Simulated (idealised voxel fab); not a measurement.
This is a process module. Its name is voxel capacitor over wiring.
270 nm wide, 5 nm square cells: that's cross-section cut.
Notation: cross-section as square-cell grid; stated in bands, top first, going down; one or more cell rows per band.
Heads up on the band format: heights come first, top then bottom, in nm. After that it's the materials left to right, each with its width in nm. A single material flagged "full width" fills the whole band edge to edge, and "empty" means there's empty space there.
All heights in this document are referenced to 0, defined as the level beneath which the wafer, as received, consists entirely of one material. The lowest band is not bounded below; it extends indefinitely downward and is written in the form "0 nm and below".
The width entry "30 to 40" should be interpreted row by row: the top row of cells in the band takes the first number, the bottom row takes the second number, and the change between adjacent rows is uniform throughout.
"nothing changed" means the step left every cell of the cross-section as it was.
"Enclosed empty spaces" lists enclosed empty spaces (at least 8 cells, no open path upward to the top), each as width x height at distance from the left edge, in nm.
It should be noted that, on the line of a given step, the content following the step's settings is a remark produced by the simulator itself with respect to that step.
On any step carrying a mask, the "overlay nm" setting, if present on the step's line, tells how far right of its planned place the mask lay; negative values point to the left.

# The process steps that were planned are listed below
1) RECEIVE: material Si
2) CONFORMAL_DEP: material SiO2, thk nm 15
3) CONFORMAL_DEP: material SiCN, thk nm 5
4) DIRECTIONAL_DEP: material SiO2, thk nm 15
5) DIRECTIONAL_DEP: material aC, thk nm 10
6) PATTERN: tone open, mask id METAL_1, material resist, width nm 25, pitch nm 90, thk nm 25, overlay nm 0
7) DIRECTIONAL_ETCH: etch materials aC, depth nm 10
8) STRIP: etch materials resist
9) DIRECTIONAL_ETCH: etch materials SiO2, depth nm 15
10) DIRECTIONAL_ETCH: etch materials SiCN, depth nm 5
11) STRIP: etch materials aC
12) CONFORMAL_DEP: material TiN, thk nm 5
13) FILL_DEP: material Ru, thk nm 5
14) CMP: height nm 35
15) CONFORMAL_DEP: material SiCN, thk nm 5
16) DIRECTIONAL_DEP: material SiO2, thk nm 20
17) MASKED_ETCH: tone open, mask id PLUG_1, width nm 15, etch materials SiO2, depth nm 20, overlay nm 0
18) MASKED_ETCH: tone open, mask id PLUG_1, width nm 15, etch materials SiCN, depth nm 5, overlay nm 0
19) CONFORMAL_DEP: material TiN, thk nm 5
20) FILL_DEP: material Cu, thk nm 5
21) CMP: height nm 60
22) DIRECTIONAL_DEP: material TiN, thk nm 10
23) DIRECTIONAL_DEP: material HfO2, thk nm 5
24) DIRECTIONAL_DEP: material TiN, thk nm 5
25) DIRECTIONAL_DEP: material aC, thk nm 10
26) PATTERN: tone cover, mask id UPPER_PLATE, material resist, width nm 70, thk nm 25, overlay nm 0
27) DIRECTIONAL_ETCH: etch materials aC, depth nm 10
28) STRIP: etch materials resist
29) DIRECTIONAL_ETCH: etch materials TiN, depth nm 5
30) DIRECTIONAL_ETCH: etch materials HfO2, depth nm 5
31) STRIP: etch materials aC
32) DIRECTIONAL_DEP: material aC, thk nm 15
33) PATTERN: tone cover, mask id LOWER_PLATE, material resist, width nm 80, thk nm 30, overlay nm 0
34) DIRECTIONAL_ETCH: etch materials aC, depth nm 15
35) STRIP: etch materials resist
36) DIRECTIONAL_ETCH: etch materials TiN, depth nm 10
37) STRIP: etch materials aC
38) FILL_DEP: material SiO2, thk nm 20
39) CMP: height nm 95
40) MASKED_ETCH: tone open, mask id PLUG_2, width nm 15, etch materials SiO2, depth nm 15, overlay nm 0
41) CONFORMAL_DEP: material TiN, thk nm 5
42) FILL_DEP: material W, thk nm 5
43) CMP: height nm 95
44) CONFORMAL_DEP: material SiCN, thk nm 5

# Cross-section: wafer on arrival = after step 1
	0 nm and below = Si full width
	Enclosed empty spaces: none

# Here's the wafer cut in cross-section after the module, started and planned just like above, except one thing was done wrong in the run
	100 nm to 95 nm = SiCN full width
	95 nm to 85 nm = 95 nm SiO2 / 5 nm TiN / 5 nm W / 5 nm TiN / 160 nm SiO2
	85 nm to 75 nm = 95 to 85 nm SiO2 / 15 to 70 nm TiN / 160 to 115 nm SiO2
	75 nm to 70 nm = 85 nm SiO2 / 70 nm HfO2 / 115 nm SiO2
	70 nm to 60 nm = 80 nm SiO2 / 80 nm TiN / 110 nm SiO2
	60 nm to 40 nm = 85 nm SiO2 / 5 nm TiN / 5 nm Cu / 5 nm TiN / 170 nm SiO2
	40 nm to 35 nm = 85 nm SiCN / 15 nm TiN / 170 nm SiCN
	35 nm to 25 nm = 75 nm SiO2 / 5 nm TiN / 15 nm Ru / 5 nm TiN / 65 nm SiO2 / 5 nm TiN / 15 nm Ru / 5 nm TiN / 80 nm SiO2
	25 nm to 20 nm = 75 nm SiO2 / 25 nm TiN / 65 nm SiO2 / 25 nm TiN / 80 nm SiO2
	20 nm to 5 nm = SiO2 full width
	5 nm to 0 nm = SiCN full width
	0 nm and below = Si full width
	Enclosed empty spaces: none
So what did we get wrong on this run? step 3 occupied the plan position of step 2, and the converse holds as well
